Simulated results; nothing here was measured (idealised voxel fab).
Herein follows the process module entitled voxel tone inversion.
Cross-sectional view cut (width: 220 nm; square cell size: 5 nm).
Notation: cross-section as square-cell grid; stated in bands, top first, going down; one or more cell rows per band.
The entry gives the band's vertical extent as a top height and a bottom height in nm, then its horizontal make-up as materials from left to right, each with a width in nm. "air" stands for empty space; a single material marked "throughout" fills the band edge to edge.
Counting heights begins at 0, where everything beneath is, in the wafer as received, one material. The lowest band has no bottom; it goes on downwards, as "0..down" shows.
Note: "30->40" means the width goes from the first number (top row of the band) to the second number (bottom row) in equal steps per row of cells.
You'll sometimes find "changes: none" written for a step, and that's the way of saying that nowhere in the cross-section did a cell change during that step.
The label "Sealed void listing" introduces a list of the empty spaces, 8 cells or larger, that have no open way up to the top; each entry in it reads width x height at distance, where the distance is taken from the left edge and all three are stated in nm.
On a step's line, text after the settings is the simulator commenting on that step.
overlay nm: where the mask lay relative to plan, measured to the right, on steps with a mask; negatives go left.
**Process steps foreseen in the plan**
- 1: RECEIVE [material Si]
- 2: CONFORMAL_DEP [material SiCN] [thk nm 5]
- 3: DIRECTIONAL_DEP [material polySi] [thk nm 15]
- 4: PATTERN [tone cover] [mask id POSTS] [material resist] [width nm 20] [pitch nm 50] [thk nm 20] [overlay nm 0]
- 5: DIRECTIONAL_ETCH [etch materials polySi] [depth nm 15]
- 6: STRIP [etch materials resist]
- 7: FILL_DEP [material SiO2] [thk nm 10]
- 8: CMP [height nm 25]
- 9: STRIP [etch materials polySi]
- 10: CONFORMAL_DEP [material TiN] [thk nm 5]
- 11: FILL_DEP [material Ru] [thk nm 5]
- 12: CMP [height nm 25]
- 13: CONFORMAL_DEP [material SiN] [thk nm 5]
Wafers differ in thk nm at step 2; plan lists the first wafer's value; identical starting state.
**Here's the first of the wafers in cross-section, just as we got it, i.e. after step 1**
    0..down | Si throughout
    Sealed void listing: none
**Below: a row per wafer. Contents at end of module: for every material, cells gained since receipt (+) or lost since receipt (-); then closed voids**
thk nm 5 | +44 SiCN | +44 SiN | +140 SiO2 | +36 polySi | Sealed void listing: none
thk nm 10 | +12 Ru | +88 SiCN | +44 SiN | +96 SiO2 | +24 TiN | Sealed void listing: none
thk nm 15 | +6 Ru | +132 SiCN | +44 SiN | +64 SiO2 | +18 TiN | Sealed void listing: none
thk nm 20 | +176 SiCN | +44 SiN | +32 SiO2 | +12 TiN | Sealed void listing: none
thk nm 25 | +220 SiCN | +44 SiN | Sealed void listing: none
